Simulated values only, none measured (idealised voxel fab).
Process module name: voxel ribs on slabs
Square cells of 5 nm make up the cross-section cut, whose width is 290 nm.
Heads up, the way a cross-section reads in here is a grid of square cells, handed over as bands from the top down, with every band being one or more rows of cells.
Read a band's entry like this: the first values are the height of its top and the height of its bottom in nm, and what follows is the sequence of materials from left to right, each with its width in nm. Note that "blank" is empty space, and that a single material marked "full width" reaches across the band from edge to edge.
Where do heights start? At 0: under that level the wafer as delivered is made of one material only. And the lowest band has no floor; it just carries on downward, as in "0 and below".
Width: "30..40" (first number = top row, second number = bottom row, same change from row to row of cells).
Reading "no alteration" for a step: not a cell of the cross-section changed in it.
Each empty space that has no open way to the top and spans at least 8 cells appears under "Voids lacking openings" as width x height at distance, the distance counted from the left edge, all in nm.
On each step's line, the part that comes after the settings is the simulator's own comment on the step.
overlay nm: for a step with a mask, the amount by which the mask lay right of where it was planned; a negative amount means left of it.

This section lists the process steps that were planned:
1 RECEIVE: material Si
2 DIRECTIONAL_DEP: material SiO2, thk nm 25
3 DIRECTIONAL_DEP: material polySi, thk nm 25
4 PATTERN: tone cover, mask id RIB, material resist, width nm 30, thk nm 20, overlay nm 0
5 DIRECTIONAL_ETCH: etch materials polySi, depth nm 10
6 STRIP: etch materials resist
7 MASKED_ETCH: tone cover, mask id SLAB, width nm 90, etch materials polySi, depth nm 15, overlay nm 0
8 FILL_DEP: material SiO2, thk nm 25
9 CMP: height nm 70
10 DIRECTIONAL_DEP: material TiN, thk nm 5
11 MASKED_ETCH: tone cover, mask id HEATER, width nm 40, etch materials TiN, depth nm 5, overlay nm 0
12 CONFORMAL_DEP: material SiO2, thk nm 5

Of two wafers, the first: run according to plan:

Here's what the wafer looked like in cross-section when it arrived - that's after step 1:
	0 and below = Si full width
	Voids lacking openings: none

Wafer xsec, post step 2:
	25 down to 0 = SiO2 full width
	Below 0, no change.

Wafer xsec, post step 3:
	50 down to 25 = polySi full width
	Below 25, no change.

Wafer xsec, post step 4:
	70 down to 50 = 130 blank / 30 resist / 130 blank
	Below 50, no change.

Wafer xsec, post step 5:
	70 down to 50 = 130 blank / 30 resist / 130 blank
	50 down to 40 = 130 blank / 30 polySi / 130 blank
	Below 40, no change.

Wafer xsec, post step 6:
	50 down to 40 = 130 blank / 30 polySi / 130 blank
	Below 40, no change.

Wafer xsec, post step 7:
	50 down to 40 = 130 blank / 30 polySi / 130 blank
	40 down to 25 = 100 blank / 90 polySi / 100 blank
	Below 25, no change.

Wafer xsec, post step 8:
	75 down to 50 = SiO2 full width
	50 down to 40 = 130 SiO2 / 30 polySi / 130 SiO2
	40 down to 25 = 100 SiO2 / 90 polySi / 100 SiO2
	Below 25, no change.

Wafer xsec, post step 9:
	70 down to 50 = SiO2 full width
	Below 50, no change.

Wafer xsec, post step 10:
	75 down to 70 = TiN full width
	Below 70, no change.

Wafer xsec, post step 11:
	75 down to 70 = 125 blank / 40 TiN / 125 blank
	Below 70, no change.

Wafer xsec, post step 12:
	80 down to 75 = 120 blank / 50 SiO2 / 120 blank
	75 down to 70 = 125 SiO2 / 40 TiN / 125 SiO2
	Below 70, no change.

Regarding the second of the two wafers: it shared the first wafer's starting condition and process plan, yet one error occurred during its execution. Its history coincides with that of the first wafer up to and including step 10:

Here is the second wafer in cross-section at the point where step 11 of the plan should have been done:
	75 down to 70 = 130 blank / 35 TiN / 125 blank
	Below 70, no change.

Here is the second wafer in cross-section at the point where step 12 of the plan should have been done:
	80 down to 75 = 125 blank / 45 SiO2 / 120 blank
	75 down to 70 = 130 SiO2 / 35 TiN / 125 SiO2
	Below 70, no change.
Heads up, the wafer didn't run the way we planned it: for step 11, the planned setting was not used; the step was instead run as MASKED_ETCH: tone cover, mask id HEATER, width nm 35, etch materials TiN, depth nm 5, overlay nm 0
End check, counted in cells, second wafer has more or fewer of these materials than the first: TiN -1
